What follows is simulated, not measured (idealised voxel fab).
Presented below is a process module, voxel trench capacitor.
Section cut is 235 nm wide and gridded with 5 nm square cells.
Cross-section layout: square cells on a grid; listed as bands, top to bottom; a band spans one or more cell rows. Band: top and bottom heights (nm) first, top before bottom; then materials from left to right, widths in nm. "all across" marks a sole material filling the band edge to edge. "empty" denotes empty space. Measure heights from 0. That's the level where, below it, the as-received wafer is all one material. The lowest band is bottomless and extends downward; write it as in "0 nm and below". So if you see something like "30->40" for the width, read it as the top row of the band sitting at the first number and the bottom row at the second, with every row in between moving by the same amount as the last. Any step labelled "no modifications" changed none of the cells in the cross-section. Voids not open to the top, 8 cells minimum: see "Completely sealed voids". Written width x height at distance; distance is from the left edge; nm. Past the settings on a step's line: simulator remark, on that step. overlay nm: on a step with a mask, how far right of its planned place the mask lay; negative means left.
## plan
1: op RECEIVE | material Si
2: op CONFORMAL_DEP | material SiN | thk nm 10
3: op MASKED_ETCH | tone open | mask id TRENCH | width nm 15 | pitch nm 45 | etch materials SiN | depth nm 10 | overlay nm 0
4: op MASKED_ETCH | tone open | mask id TRENCH | width nm 15 | pitch nm 45 | etch materials Si | depth nm 25 | overlay nm 0
5: op CONFORMAL_DEP | material SiO2 | thk nm 5
6: op FILL_DEP | material polySi | thk nm 5
7: op CMP | height nm 10
## Concerning the first of two wafers, which was run in accordance with the plan
## Cross-section of the wafer upon arrival, representing the state reached after step 1
    0 nm and below | Si all across
    Completely sealed voids: none
## Step 2 done - wafer cross-section
    10 nm to 0 nm | SiN all across
    For the remainder of the cross-section, below 0, there is no change.
## Step 3 done - wafer cross-section
    10 nm to 0 nm | 85 of SiN, then 15 of empty, then 30 of SiN, then 15 of empty, then 90 of SiN
    For the remainder of the cross-section, below 0, there is no change.
## Step 4 done - wafer cross-section
    10 nm to 0 nm | 85 of SiN, then 15 of empty, then 30 of SiN, then 15 of empty, then 90 of SiN
    0 nm to -25 nm | 85 of Si, then 15 of empty, then 30 of Si, then 15 of empty, then 90 of Si
    For the remainder of the cross-section, below -25, there is no change.
## Step 5 done - wafer cross-section
    15 nm to 10 nm | 90 of SiO2, then 5 of empty, then 40 of SiO2, then 5 of empty, then 95 of SiO2
    10 nm to 0 nm | 85 of SiN, then 5 of SiO2, then 5 of empty, then 5 of SiO2, then 30 of SiN, then 5 of SiO2, then 5 of empty, then 5 of SiO2, then 90 of SiN
    0 nm to -20 nm | 85 of Si, then 5 of SiO2, then 5 of empty, then 5 of SiO2, then 30 of Si, then 5 of SiO2, then 5 of empty, then 5 of SiO2, then 90 of Si
    -20 nm to -25 nm | 85 of Si, then 15 of SiO2, then 30 of Si, then 15 of SiO2, then 90 of Si
    For the remainder of the cross-section, below -25, there is no change.
## Step 6 done - wafer cross-section
    20 nm to 15 nm | polySi all across
    15 nm to 10 nm | 90 of SiO2, then 5 of polySi, then 40 of SiO2, then 5 of polySi, then 95 of SiO2
    10 nm to 0 nm | 85 of SiN, then 5 of SiO2, then 5 of polySi, then 5 of SiO2, then 30 of SiN, then 5 of SiO2, then 5 of polySi, then 5 of SiO2, then 90 of SiN
    0 nm to -20 nm | 85 of Si, then 5 of SiO2, then 5 of polySi, then 5 of SiO2, then 30 of Si, then 5 of SiO2, then 5 of polySi, then 5 of SiO2, then 90 of Si
    For the remainder of the cross-section, below -20, there is no change.
## Step 7 done - wafer cross-section
    10 nm to 0 nm | 85 of SiN, then 5 of SiO2, then 5 of polySi, then 5 of SiO2, then 30 of SiN, then 5 of SiO2, then 5 of polySi, then 5 of SiO2, then 90 of SiN
    For the remainder of the cross-section, below 0, there is no change.
## Second wafer, same starting state and plan as the first, one mistake in the run, identical through step 3
## X-section, second wafer, when step 4 was due to finish
    10 nm to 0 nm | 85 of SiN, then 15 of empty, then 30 of SiN, then 15 of empty, then 90 of SiN
    0 nm to -20 nm | 85 of Si, then 15 of empty, then 30 of Si, then 15 of empty, then 90 of Si
    For the remainder of the cross-section, below -20, there is no change.
## X-section, second wafer, when step 5 was due to finish
    15 nm to 10 nm | 90 of SiO2, then 5 of empty, then 40 of SiO2, then 5 of empty, then 95 of SiO2
    10 nm to 0 nm | 85 of SiN, then 5 of SiO2, then 5 of empty, then 5 of SiO2, then 30 of SiN, then 5 of SiO2, then 5 of empty, then 5 of SiO2, then 90 of SiN
    0 nm to -15 nm | 85 of Si, then 5 of SiO2, then 5 of empty, then 5 of SiO2, then 30 of Si, then 5 of SiO2, then 5 of empty, then 5 of SiO2, then 90 of Si
    -15 nm to -20 nm | 85 of Si, then 15 of SiO2, then 30 of Si, then 15 of SiO2, then 90 of Si
    For the remainder of the cross-section, below -20, there is no change.
## X-section, second wafer, when step 6 was due to finish
    20 nm to 15 nm | polySi all across
    15 nm to 10 nm | 90 of SiO2, then 5 of polySi, then 40 of SiO2, then 5 of polySi, then 95 of SiO2
    10 nm to 0 nm | 85 of SiN, then 5 of SiO2, then 5 of polySi, then 5 of SiO2, then 30 of SiN, then 5 of SiO2, then 5 of polySi, then 5 of SiO2, then 90 of SiN
    0 nm to -15 nm | 85 of Si, then 5 of SiO2, then 5 of polySi, then 5 of SiO2, then 30 of Si, then 5 of SiO2, then 5 of polySi, then 5 of SiO2, then 90 of Si
    For the remainder of the cross-section, below -15, there is no change.
## X-section, second wafer, when step 7 was due to finish
    10 nm to 0 nm | 85 of SiN, then 5 of SiO2, then 5 of polySi, then 5 of SiO2, then 30 of SiN, then 5 of SiO2, then 5 of polySi, then 5 of SiO2, then 90 of SiN
    For the remainder of the cross-section, below 0, there is no change.
The mistake made against the process plan was this: it should be noted that step 4 was executed with settings other than those planned, the operation and settings actually applied being op MASKED_ETCH | tone open | mask id TRENCH | width nm 15 | pitch nm 45 | etch materials Si | depth nm 20 | overlay nm 0
The final cell counts differ between the wafers, with the second having more or fewer of some materials than the first: 6 more of Si | 4 fewer of SiO2 | 2 fewer of polySi
